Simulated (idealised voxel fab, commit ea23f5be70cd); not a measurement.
The process module presented herein is designated voxel self aligned contacts.
In the cross-section labelled cut, the width is 250 nm and each square cell is 5 nm.
This document writes a cross-section as a grid whose cells are square, and gives it as bands, listed from the top down; one or more rows of cells form a band.
Top height, bottom height, nm. Materials left to right, width each, nm. Single material + "everywhere" = fills band edge to edge. "air" = empty.
Heights are measured from 0, the level below which the as-received wafer is all one material; the lowest band has no bottom and continues downward, written as in "from 0 down".
A width such as "30->40" changes by the same amount from each row of cells to the next, from the band's top row to its bottom row.
The designation "remained the same", where it is given for a processing step, indicates that no cell of the cross-section was altered in the course of that step.
Empty spaces counting at least 8 cells and having no open way to the top are listed in "Enclosed cavities". The notation width x height at distance is used for each, the distance being from the left edge and all three values in nm.
On each step's line, the part that comes after the settings is the simulator's own comment on the step.
On any step carrying a mask, the "overlay nm" setting, if present on the step's line, tells how far right of its planned place the mask lay; negative values point to the left.
[Process steps foreseen in the plan]
1: RECEIVE: material Si
2: CONFORMAL_DEP: material SiO2, thk nm 5
3: DIRECTIONAL_DEP: material polySi, thk nm 30
4: DIRECTIONAL_DEP: material SiN, thk nm 15
5: PATTERN: tone cover, mask id GATE, material resist, width nm 35, pitch nm 60, thk nm 15, overlay nm 0
6: DIRECTIONAL_ETCH: etch materials SiN, depth nm 15
7: DIRECTIONAL_ETCH: etch materials polySi, depth nm 30
8: STRIP: etch materials resist
9: CONFORMAL_DEP: material SiN, thk nm 5
10: DIRECTIONAL_ETCH: etch materials SiN, depth nm 5
11: FILL_DEP: material SiO2, thk nm 15
12: CMP: height nm 60
13: PATTERN: tone open, mask id CONTACT, material resist, width nm 35, pitch nm 60, thk nm 15, overlay nm 0
14: DIRECTIONAL_ETCH: etch materials SiO2, depth nm 60
15: STRIP: etch materials resist
16: CONFORMAL_DEP: material TiN, thk nm 5
17: FILL_DEP: material Ru, thk nm 5
18: CMP: height nm 60
19: CONFORMAL_DEP: material SiCN, thk nm 5
[Cross-section: wafer on arrival = after step 1]
from 0 down = Si everywhere
Enclosed cavities: none
[Result of the module, cross-sectioned: start per above, plan per above, one error in how it was run]
from 65 to 60 = SiCN everywhere
from 60 to 50 = SiO2 75 nm / TiN 5->15 nm / Ru 25->5 nm / TiN 5->15 nm / SiO2 25 nm / TiN 5->15 nm / Ru 25->5 nm / TiN 5->15 nm / SiO2 80 nm
from 50 to 40 = SiO2 40 nm / SiN 45 nm / TiN 5 nm / Ru 5 nm / TiN 5 nm / SiN 45 nm / TiN 5 nm / Ru 5 nm / TiN 5 nm / SiN 45 nm / SiO2 45 nm
from 40 to 35 = SiO2 40 nm / SiN 45 nm / TiN 15 nm / SiN 45 nm / TiN 15 nm / SiN 45 nm / SiO2 45 nm
from 35 to 5 = SiN everywhere
from 5 to 0 = SiO2 everywhere
from 0 down = Si everywhere
Enclosed cavities: none
Heads up, the wafer didn't run the way we planned it: off-plan run, step 3, actual operation and settings DIRECTIONAL_DEP: material SiN, thk nm 30
